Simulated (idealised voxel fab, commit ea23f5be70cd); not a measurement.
process module | voxel gate over fins
cross-section cut | 215 nm wide | cells 5 nm
A cross-section is a grid of square cells, given in bands from the top down. A band is one or more rows of cells.
Each band's line starts with the height of the band's top and of its bottom, in nm. Then come its materials from left to right, each with its width in nm. One material with "throughout" fills the band from edge to edge. "air" is empty space.
Height 0 is the level under which the wafer as received is all one material. The lowest band goes on downwards, as in "0 down".
A width such as "30 to 40" changes by the same amount from each row of cells to the next, from the band's top row to its bottom row.
"no change" after a step means that no cell of the cross-section changed.
closed voids: empty space of 8 cells or more with no open way to the top, each as width x height at its distance from the left edge, in nm
after a step's settings: what the simulator itself notes on the step
overlay nm, on a step with a mask: how far to the right of its planned place the mask lay; to the left if negative
plan
1 op RECEIVE | material Si
2 op CONFORMAL_DEP | material SiN | thk nm 5
3 op MASKED_ETCH | tone cover | mask id FINS | width nm 15 | pitch nm 40 | etch materials SiN | depth nm 5 | overlay nm 0
4 op MASKED_ETCH | tone cover | mask id FINS | width nm 15 | pitch nm 40 | etch materials Si | depth nm 35 | overlay nm 0
5 op FILL_DEP | material SiO2 | thk nm 15
6 op CMP | height nm 5
7 op SELECTIVE_ETCH | etch materials SiO2 | depth nm 20
8 op STRIP | etch materials SiN
9 op CONFORMAL_DEP | material HfO2 | thk nm 5
10 op CONFORMAL_DEP | material TiN | thk nm 5
11 op FILL_DEP | material W | thk nm 15
12 op CMP | height nm 20
13 op CONFORMAL_DEP | material SiN | thk nm 5
as received, after step 1
  0 down: Si throughout
  closed voids: none
first wafer at the end, as planned
  25 to 20: SiN throughout
  20 to 10: W throughout
  10 to 5: W 70 | TiN 35 | W 5 | TiN 35 | W 70
  5 to 0: W 70 | TiN 5 | HfO2 25 | TiN 5 | W 5 | TiN 5 | HfO2 25 | TiN 5 | W 70
  0 to -5: W 70 | TiN 5 | HfO2 5 | Si 15 | HfO2 5 | TiN 5 | W 5 | TiN 5 | HfO2 5 | Si 15 | HfO2 5 | TiN 5 | W 70
  -5 to -10: TiN 75 | HfO2 5 | Si 15 | HfO2 5 | TiN 15 | HfO2 5 | Si 15 | HfO2 5 | TiN 75
  -10 to -15: HfO2 80 | Si 15 | HfO2 25 | Si 15 | HfO2 80
  -15 to -35: SiO2 80 | Si 15 | SiO2 25 | Si 15 | SiO2 80
  -35 down: Si throughout
  closed voids: none
second wafer at the end: like start, like plan, one mistake
  25 to 20: SiN throughout
  20 to 5: W throughout
  5 to 0: W 70 | TiN 35 | W 5 | TiN 35 | W 70
  0 to -5: W 70 | TiN 5 | HfO2 25 | TiN 5 | W 5 | TiN 5 | HfO2 25 | TiN 5 | W 70
  -5 to -15: W 70 | TiN 5 | HfO2 5 | Si 15 | HfO2 5 | TiN 5 | W 5 | TiN 5 | HfO2 5 | Si 15 | HfO2 5 | TiN 5 | W 70
  -15 to -20: TiN 75 | HfO2 5 | Si 15 | HfO2 5 | TiN 15 | HfO2 5 | Si 15 | HfO2 5 | TiN 75
  -20 to -25: HfO2 80 | Si 15 | HfO2 25 | Si 15 | HfO2 80
  -25 to -35: SiO2 80 | Si 15 | SiO2 25 | Si 15 | SiO2 80
  -35 down: Si throughout
  closed voids: none
what went wrong: step 6 ran as: op CMP | height nm -5
at the end the second wafer has, in cells: 4 more of HfO2 | 6 fewer of Si | 74 fewer of SiO2 | 4 more of TiN | 72 more of W
